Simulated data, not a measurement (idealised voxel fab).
You're looking at the process module voxel local oxidation.
Xsec cut, 270 nm wide, square cell size 5 nm.
In this document a cross-section is written as a grid of square cells. It is given as a series of bands, listed from the top down, and a band is one or more rows of cells.
Band: top height; bottom height; in nm. Then, left to right: material with width in nm, for each material. "everywhere": a single material spanning edge to edge. "empty": empty space.
Heights are measured from 0, the level below which the as-received wafer is all one material; the lowest band has no bottom and continues downward, written as in "0..down".
A width given as "30 to 40" starts at the first number in the band's top row and ends at the second number in its bottom row, shifting by an equal amount at every step from row to row.
Reading "identical to before" for a step: not a cell of the cross-section changed in it.
In the "Enclosed void entries" entry, you get each enclosed empty space of 8 cells or more, one with no open way to the top, written width x height at distance, distance from the left edge, in nm.
If you see something after the settings on a step's line, that's the simulator's own remark about that step.
"overlay nm", when on a step's line for a step with a mask, measures how far to the right of its planned place the mask lay; a negative measure means to the left.
[These are the steps we planned for the process]
- 1: RECEIVE with material Si
- 2: CONFORMAL_DEP with material SiO2, thk nm 5
- 3: CONFORMAL_DEP with material SiN, thk nm 10
- 4: PATTERN with tone cover, mask id ACTIVE, material resist, width nm 110, thk nm 20, overlay nm 0
- 5: DIRECTIONAL_ETCH with etch materials SiN, depth nm 10
- 6: STRIP with etch materials resist
- 7: SELECTIVE_ETCH with etch materials SiO2, depth nm 5
- 8: OXIDIZE with depth nm 10
- 9: STRIP with etch materials SiN
[First of two wafers, with the run carried out as planned]
[Wafer at receipt (post step 1), cross-section]
- 0..down | Si everywhere
- Enclosed void entries: none
[The wafer, seen in cross-section, after step 2]
- 5..0 | SiO2 everywhere
- Below a height of 0, the structure has not been altered.
[The wafer, seen in cross-section, after step 3]
- 15..5 | SiN everywhere
- Below a height of 5, the structure has not been altered.
[The wafer, seen in cross-section, after step 4]
- 35..15 | empty 80 nm, resist 110 nm, empty 80 nm
- Below a height of 15, the structure has not been altered.
[The wafer, seen in cross-section, after step 5]
- 35..15 | empty 80 nm, resist 110 nm, empty 80 nm
- 15..5 | empty 80 nm, SiN 110 nm, empty 80 nm
- Below a height of 5, the structure has not been altered.
[The wafer, seen in cross-section, after step 6]
- 15..5 | empty 80 nm, SiN 110 nm, empty 80 nm
- Below a height of 5, the structure has not been altered.
[The wafer, seen in cross-section, after step 7]
- 15..5 | empty 80 nm, SiN 110 nm, empty 80 nm
- 5..0 | empty 85 nm, SiO2 100 nm, empty 85 nm
- Below a height of 0, the structure has not been altered.
[The wafer, seen in cross-section, after step 8]
- 15..5 | empty 80 nm, SiN 110 nm, empty 80 nm
- 5..0 | empty 85 nm, SiO2 100 nm, empty 85 nm
- 0..-10 | SiO2 95 nm, Si 80 nm, SiO2 95 nm
- Below a height of -10, the structure has not been altered.
[The wafer, seen in cross-section, after step 9]
- 5..0 | empty 85 nm, SiO2 100 nm, empty 85 nm
- Below a height of 0, the structure has not been altered.
[Wafer two of the pair: same origin, same plan, one error during the run; identical to wafer one up to and including step 4]
[What the second wafer looks like in cross-section when step 5 should have wrapped up]
- 35..15 | empty 80 nm, resist 110 nm, empty 80 nm
- 15..5 | empty 80 nm, SiN 110 nm, empty 80 nm
- Below a height of 5, the structure has not been altered.
[What the second wafer looks like in cross-section when step 6 should have wrapped up]
- 15..5 | empty 80 nm, SiN 110 nm, empty 80 nm
- Below a height of 5, the structure has not been altered.
[What the second wafer looks like in cross-section when step 7 should have wrapped up]
- 15..5 | empty 80 nm, SiN 110 nm, empty 80 nm
- 5..0 | empty 85 nm, SiO2 100 nm, empty 85 nm
- Below a height of 0, the structure has not been altered.
[What the second wafer looks like in cross-section when step 8 should have wrapped up]
- 15..5 | empty 80 nm, SiN 110 nm, empty 80 nm
- 5..0 | empty 85 nm, SiO2 100 nm, empty 85 nm
- 0..-10 | SiO2 95 nm, Si 80 nm, SiO2 95 nm
- Below a height of -10, the structure has not been altered.
[What the second wafer looks like in cross-section when step 9 should have wrapped up]
- 5..0 | empty 85 nm, SiO2 100 nm, empty 85 nm
- Below a height of 0, the structure has not been altered.
Processing error: step 5 of the plan was twice carried out
Since the two wafers finish with cross-sections that are the same, nothing this model computes is changed by the mistake.
